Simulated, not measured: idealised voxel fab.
process module | voxel plated lines
cross-section cut | 215 nm wide | cells 5 nm
A cross-section is a grid of square cells, given in bands from the top down. A band is one or more rows of cells.
Each band's line starts with the height of the band's top and of its bottom, in nm. Then come its materials from left to right, each with its width in nm. One material with "throughout" fills the band from edge to edge. "air" is empty space.
Height 0 is the level under which the wafer as received is all one material. The lowest band goes on downwards, as in "0 down".
A width such as "30 to 40" changes by the same amount from each row of cells to the next, from the band's top row to its bottom row.
"no change" after a step means that no cell of the cross-section changed.
closed voids: empty space of 8 cells or more with no open way to the top, each as width x height at its distance from the left edge, in nm
after a step's settings: what the simulator itself notes on the step
overlay nm, on a step with a mask: how far to the right of its planned place the mask lay; to the left if negative
plan
1 op RECEIVE | material Si
2 op CONFORMAL_DEP | material SiO2 | thk nm 15
3 op DIRECTIONAL_DEP | material TiN | thk nm 5
4 op PATTERN | tone open | mask id LINES | material resist | width nm 20 | pitch nm 40 | thk nm 40 | overlay nm 0
5 op EPI | material Ru | thk nm 10
6 op EPI | material Ru | thk nm 5
7 op EPI | material Ru | thk nm 5
8 op STRIP | etch materials resist
9 op DIRECTIONAL_ETCH | etch materials TiN | depth nm 5
10 op CONFORMAL_DEP | material SiN | thk nm 10
as received, after step 1
  0 down: Si throughout
  closed voids: none
first wafer at the end, as planned
  50 to 40: air 45 | SiN 120 | air 50
  40 to 25: air 45 | SiN 10 | Ru 20 | SiN 20 | Ru 20 | SiN 20 | Ru 20 | SiN 10 | air 50
  25 to 20: SiN 55 | Ru 20 | SiN 20 | Ru 20 | SiN 20 | Ru 20 | SiN 60
  20 to 15: SiN 55 | TiN 20 | SiN 20 | TiN 20 | SiN 20 | TiN 20 | SiN 60
  15 to 0: SiO2 throughout
  0 down: Si throughout
  closed voids: none
second wafer at the end: like start, like plan, one mistake
  30 to 20: SiN throughout
  20 to 5: SiO2 throughout
  5 to 0: TiN throughout
  0 down: Si throughout
  closed voids: none
what went wrong: steps 2 and 3 were swapped
at the end the second wafer has, in cells: 48 fewer of Ru | 60 fewer of SiN | 31 more of TiN
